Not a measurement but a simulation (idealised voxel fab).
Title: Process Module voxel fin reveal
215 nm wide, 5 nm square cells: that's cross-section cut.
Think of the cross-section as a grid of square cells. We describe it in bands, top to bottom, and each band covers one or more rows of those cells.
Band: top and bottom heights (nm) first, top before bottom; then materials from left to right, widths in nm. "edge to edge" marks a sole material filling the band edge to edge. "empty" denotes empty space.
Heights from 0 (as-received wafer is one material below). Bottom band endless downward, as "0 down".
Width: "30..40" (first number = top row, second number = bottom row, same change from row to row of cells).
For the purposes of this document, the phrase "left unchanged" attached to a step denotes that no cell within the cross-section was modified by that step.
For the entry "Closed void roster", the listed items are empty spaces with no open way to the top whose size is 8 cells or more; each item follows the pattern width x height at distance, where distance is from the left edge and all three are in nm.
Text after the settings on a step's line: the simulator's own remark on that step.
Each step line may optionally specify "overlay nm", which for a step with a mask gives the rightward distance between the mask's planned place and where it lay, a negative value indicating the leftward direction.

Planned step list for the process:
1) RECEIVE with material Si
2) CONFORMAL_DEP with material SiN, thk nm 5
3) DIRECTIONAL_DEP with material aC, thk nm 15
4) PATTERN with tone cover, mask id FINS, material resist, width nm 15, pitch nm 40, thk nm 35, overlay nm 0
5) DIRECTIONAL_ETCH with etch materials aC, depth nm 15
6) STRIP with etch materials resist
7) DIRECTIONAL_ETCH with etch materials SiN, depth nm 5
8) DIRECTIONAL_ETCH with etch materials Si, depth nm 40
9) STRIP with etch materials aC
10) OXIDIZE with depth nm 5
11) FILL_DEP with material SiO2, thk nm 10
12) CMP with height nm 5
13) SELECTIVE_ETCH with etch materials SiO2, depth nm 15
14) STRIP with etch materials SiN
15) CONFORMAL_DEP with material HfO2, thk nm 5

Incoming wafer in cross-section (state: after step 1):
- 0 down | Si edge to edge
- Closed void roster: none

first wafer at the end, as planned:
- 5 to 0 | 60 empty, then 15 HfO2, then 25 empty, then 15 HfO2, then 25 empty, then 15 HfO2, then 60 empty
- 0 to -5 | 60 empty, then 5 HfO2, then 5 Si, then 5 HfO2, then 25 empty, then 5 HfO2, then 5 Si, then 5 HfO2, then 25 empty, then 5 HfO2, then 5 Si, then 5 HfO2, then 60 empty
- -5 to -10 | 65 HfO2, then 5 Si, then 35 HfO2, then 5 Si, then 35 HfO2, then 5 Si, then 65 HfO2
- -10 to -45 | 65 SiO2, then 5 Si, then 35 SiO2, then 5 Si, then 35 SiO2, then 5 Si, then 65 SiO2
- -45 down | Si edge to edge
- Closed void roster: none

Wafer two, sectioned after the module: the first wafer's start, the first wafer's plan, and one mistake in how it was run:
- 5 to 0 | 60 empty, then 20 HfO2, then 20 empty, then 20 HfO2, then 20 empty, then 20 HfO2, then 55 empty
- 0 to -5 | 60 empty, then 5 HfO2, then 10 Si, then 5 HfO2, then 20 empty, then 5 HfO2, then 10 Si, then 5 HfO2, then 20 empty, then 5 HfO2, then 10 Si, then 5 HfO2, then 55 empty
- -5 to -10 | 65 HfO2, then 10 Si, then 30 HfO2, then 10 Si, then 30 HfO2, then 10 Si, then 60 HfO2
- -10 to -45 | 65 SiO2, then 10 Si, then 30 SiO2, then 10 Si, then 30 SiO2, then 10 Si, then 60 SiO2
- -45 down | Si edge to edge
- Closed void roster: none
The mistake made against the process plan was this: contrary to plan, step 4 was performed as PATTERN with tone cover, mask id FINS, material resist, width nm 20, pitch nm 40, thk nm 35, overlay nm 0
Final cells, second wafer relative to first, materials higher or lower: Si +27 | SiO2 -21
